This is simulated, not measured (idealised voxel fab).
The name of this process module is voxel air gaps.
The cross-section shown here is cut; it is 280 nm wide and divided into square cells measuring 5 nm on a side.
We lay out every cross-section as a grid of square cells and spell it out in bands from the top down, where one band means one or more rows of cells. Top height, bottom height, nm. Materials left to right, width each, nm. Single material + "full width" = fills band edge to edge. "empty" = empty. Basically, 0 is our baseline, since under it the wafer straight out of the box is all one material. The bottom band has no lower end and keeps on going down, so it looks like "0..down". A width given as "30 to 40" starts at the first number in the band's top row and ends at the second number in its bottom row, shifting by an equal amount at every step from row to row. "remained the same", as given for a step, is the statement that not any cell of the cross-section underwent a change during that step. The label "Fully sealed voids" introduces a list of the empty spaces, 8 cells or larger, that have no open way up to the top; each entry in it reads width x height at distance, where the distance is taken from the left edge and all three are stated in nm. The remark found on a step's line after its settings is issued by the simulator itself and pertains to that step. If you see "overlay nm" on a step's line and that step has a mask, it's telling you how far right of where it was planned the mask ended up; a negative number means it went left instead.

### The steps planned for the process are as follows
1,RECEIVE: material Si
2,CONFORMAL_DEP: material SiO2, thk nm 10
3,CONFORMAL_DEP: material SiCN, thk nm 5
4,DIRECTIONAL_DEP: material SiO2, thk nm 35
5,MASKED_ETCH: tone open, mask id LINES, width nm 25, pitch nm 50, etch materials SiO2, depth nm 35, overlay nm 0
6,CONFORMAL_DEP: material TiN, thk nm 5
7,FILL_DEP: material Cu, thk nm 10
8,CMP: height nm 50
9,EPI: material Ru, thk nm 10
10,SELECTIVE_ETCH: etch materials SiO2, depth nm 45
11,CONFORMAL_DEP: material SiCN, thk nm 5

### First of the two wafers, run per plan

### Incoming wafer, cross-sectional view, post step 1
> 0..down: Si full width
> Fully sealed voids: none

### Wafer after step 2 (cross-section)
> 10..0: SiO2 full width
> Lower than 0, everything is as it was.

### Wafer after step 3 (cross-section)
> 15..10: SiCN full width
> Lower than 10, everything is as it was.

### Wafer after step 4 (cross-section)
> 50..15: SiO2 full width
> Lower than 15, everything is as it was.

### Wafer after step 5 (cross-section)
> 50..15: 50 SiO2 | 25 empty | 25 SiO2 | 25 empty | 25 SiO2 | 25 empty | 25 SiO2 | 25 empty | 55 SiO2
> Lower than 15, everything is as it was.

### Wafer after step 6 (cross-section)
> 55..50: 55 TiN | 15 empty | 35 TiN | 15 empty | 35 TiN | 15 empty | 35 TiN | 15 empty | 60 TiN
> 50..20: 50 SiO2 | 5 TiN | 15 empty | 5 TiN | 25 SiO2 | 5 TiN | 15 empty | 5 TiN | 25 SiO2 | 5 TiN | 15 empty | 5 TiN | 25 SiO2 | 5 TiN | 15 empty | 5 TiN | 55 SiO2
> 20..15: 50 SiO2 | 25 TiN | 25 SiO2 | 25 TiN | 25 SiO2 | 25 TiN | 25 SiO2 | 25 TiN | 55 SiO2
> Lower than 15, everything is as it was.

### Wafer after step 7 (cross-section)
> 65..55: Cu full width
> 55..50: 55 TiN | 15 Cu | 35 TiN | 15 Cu | 35 TiN | 15 Cu | 35 TiN | 15 Cu | 60 TiN
> 50..20: 50 SiO2 | 5 TiN | 15 Cu | 5 TiN | 25 SiO2 | 5 TiN | 15 Cu | 5 TiN | 25 SiO2 | 5 TiN | 15 Cu | 5 TiN | 25 SiO2 | 5 TiN | 15 Cu | 5 TiN | 55 SiO2
> Lower than 20, everything is as it was.

### Wafer after step 8 (cross-section)
> 50..20: 50 SiO2 | 5 TiN | 15 Cu | 5 TiN | 25 SiO2 | 5 TiN | 15 Cu | 5 TiN | 25 SiO2 | 5 TiN | 15 Cu | 5 TiN | 25 SiO2 | 5 TiN | 15 Cu | 5 TiN | 55 SiO2
> Lower than 20, everything is as it was.

### Wafer after step 9 (cross-section)
> 60..50: 40 empty | 45 Ru | 5 empty | 45 Ru | 5 empty | 45 Ru | 5 empty | 45 Ru | 45 empty
> Lower than 50, everything is as it was.

### Wafer after step 10 (cross-section)
> 60..50: 40 empty | 45 Ru | 5 empty | 45 Ru | 5 empty | 45 Ru | 5 empty | 45 Ru | 45 empty
> 50..20: 50 empty | 5 TiN | 15 Cu | 5 TiN | 25 empty | 5 TiN | 15 Cu | 5 TiN | 25 empty | 5 TiN | 15 Cu | 5 TiN | 25 empty | 5 TiN | 15 Cu | 5 TiN | 55 empty
> 20..15: 50 empty | 25 TiN | 25 empty | 25 TiN | 25 empty | 25 TiN | 25 empty | 25 TiN | 55 empty
> Lower than 15, everything is as it was.

### Wafer after step 11 (cross-section)
> 65..60: 35 empty | 205 SiCN | 40 empty
> 60..50: 35 empty | 5 SiCN | 45 Ru | 5 SiCN | 45 Ru | 5 SiCN | 45 Ru | 5 SiCN | 45 Ru | 5 SiCN | 40 empty
> 50..45: 35 empty | 15 SiCN | 5 TiN | 15 Cu | 5 TiN | 25 SiCN | 5 TiN | 15 Cu | 5 TiN | 25 SiCN | 5 TiN | 15 Cu | 5 TiN | 25 SiCN | 5 TiN | 15 Cu | 5 TiN | 15 SiCN | 40 empty
> 45..20: 45 empty | 5 SiCN | 5 TiN | 15 Cu | 5 TiN | 5 SiCN | 15 empty | 5 SiCN | 5 TiN | 15 Cu | 5 TiN | 5 SiCN | 15 empty | 5 SiCN | 5 TiN | 15 Cu | 5 TiN | 5 SiCN | 15 empty | 5 SiCN | 5 TiN | 15 Cu | 5 TiN | 5 SiCN | 50 empty
> 20..15: 50 SiCN | 25 TiN | 25 SiCN | 25 TiN | 25 SiCN | 25 TiN | 25 SiCN | 25 TiN | 55 SiCN
> Lower than 15, everything is as it was.
> Fully sealed voids: 15 x 25 at 80; 15 x 25 at 130; 15 x 25 at 180

### Companion wafer, the second of two: same beginning, same intended sequence, one mistake in carrying it out; through step 4 inclusive it tracks the first exactly

### Cross-sectional view of the second wafer at the intended end time of process step 5
> 50..15: 55 SiO2 | 15 empty | 35 SiO2 | 15 empty | 35 SiO2 | 15 empty | 35 SiO2 | 15 empty | 60 SiO2
> Lower than 15, everything is as it was.

### Cross-sectional view of the second wafer at the intended end time of process step 6
> 55..50: 60 TiN | 5 empty | 45 TiN | 5 empty | 45 TiN | 5 empty | 45 TiN | 5 empty | 65 TiN
> 50..20: 55 SiO2 | 5 TiN | 5 empty | 5 TiN | 35 SiO2 | 5 TiN | 5 empty | 5 TiN | 35 SiO2 | 5 TiN | 5 empty | 5 TiN | 35 SiO2 | 5 TiN | 5 empty | 5 TiN | 60 SiO2
> 20..15: 55 SiO2 | 15 TiN | 35 SiO2 | 15 TiN | 35 SiO2 | 15 TiN | 35 SiO2 | 15 TiN | 60 SiO2
> Lower than 15, everything is as it was.

### Cross-sectional view of the second wafer at the intended end time of process step 7
> 65..55: Cu full width
> 55..50: 60 TiN | 5 Cu | 45 TiN | 5 Cu | 45 TiN | 5 Cu | 45 TiN | 5 Cu | 65 TiN
> 50..20: 55 SiO2 | 5 TiN | 5 Cu | 5 TiN | 35 SiO2 | 5 TiN | 5 Cu | 5 TiN | 35 SiO2 | 5 TiN | 5 Cu | 5 TiN | 35 SiO2 | 5 TiN | 5 Cu | 5 TiN | 60 SiO2
> Lower than 20, everything is as it was.

### Cross-sectional view of the second wafer at the intended end time of process step 8
> 50..20: 55 SiO2 | 5 TiN | 5 Cu | 5 TiN | 35 SiO2 | 5 TiN | 5 Cu | 5 TiN | 35 SiO2 | 5 TiN | 5 Cu | 5 TiN | 35 SiO2 | 5 TiN | 5 Cu | 5 TiN | 60 SiO2
> Lower than 20, everything is as it was.

### Cross-sectional view of the second wafer at the intended end time of process step 9
> 60..50: 45 empty | 35 Ru | 15 empty | 35 Ru | 15 empty | 35 Ru | 15 empty | 35 Ru | 50 empty
> Lower than 50, everything is as it was.

### Cross-sectional view of the second wafer at the intended end time of process step 10
> 60..50: 45 empty | 35 Ru | 15 empty | 35 Ru | 15 empty | 35 Ru | 15 empty | 35 Ru | 50 empty
> 50..20: 55 empty | 5 TiN | 5 Cu | 5 TiN | 35 empty | 5 TiN | 5 Cu | 5 TiN | 35 empty | 5 TiN | 5 Cu | 5 TiN | 35 empty | 5 TiN | 5 Cu | 5 TiN | 60 empty
> 20..15: 55 empty | 15 TiN | 35 empty | 15 TiN | 35 empty | 15 TiN | 35 empty | 15 TiN | 60 empty
> Lower than 15, everything is as it was.

### Cross-sectional view of the second wafer at the intended end time of process step 11
> 65..60: 40 empty | 45 SiCN | 5 empty | 45 SiCN | 5 empty | 45 SiCN | 5 empty | 45 SiCN | 45 empty
> 60..50: 40 empty | 5 SiCN | 35 Ru | 5 SiCN | 5 empty | 5 SiCN | 35 Ru | 5 SiCN | 5 empty | 5 SiCN | 35 Ru | 5 SiCN | 5 empty | 5 SiCN | 35 Ru | 5 SiCN | 45 empty
> 50..45: 40 empty | 15 SiCN | 5 TiN | 5 Cu | 5 TiN | 15 SiCN | 5 empty | 15 SiCN | 5 TiN | 5 Cu | 5 TiN | 15 SiCN | 5 empty | 15 SiCN | 5 TiN | 5 Cu | 5 TiN | 15 SiCN | 5 empty | 15 SiCN | 5 TiN | 5 Cu | 5 TiN | 15 SiCN | 45 empty
> 45..20: 50 empty | 5 SiCN | 5 TiN | 5 Cu | 5 TiN | 5 SiCN | 25 empty | 5 SiCN | 5 TiN | 5 Cu | 5 TiN | 5 SiCN | 25 empty | 5 SiCN | 5 TiN | 5 Cu | 5 TiN | 5 SiCN | 25 empty | 5 SiCN | 5 TiN | 5 Cu | 5 TiN | 5 SiCN | 55 empty
> 20..15: 55 SiCN | 15 TiN | 35 SiCN | 15 TiN | 35 SiCN | 15 TiN | 35 SiCN | 15 TiN | 60 SiCN
> Lower than 15, everything is as it was.
What broke from the plan during processing? step 5 went in with a setting other than planned; the actual run was MASKED_ETCH: tone open, mask id LINES, width nm 15, pitch nm 50, etch materials SiO2, depth nm 35, overlay nm 0
In the final state, the cell counts of the second wafer exceed or fall short of those of the first for the following materials: -48 Cu; -16 Ru; +12 SiCN; -8 TiN
At the end, the first wafer has 3 closed voids and the second wafer has 0.
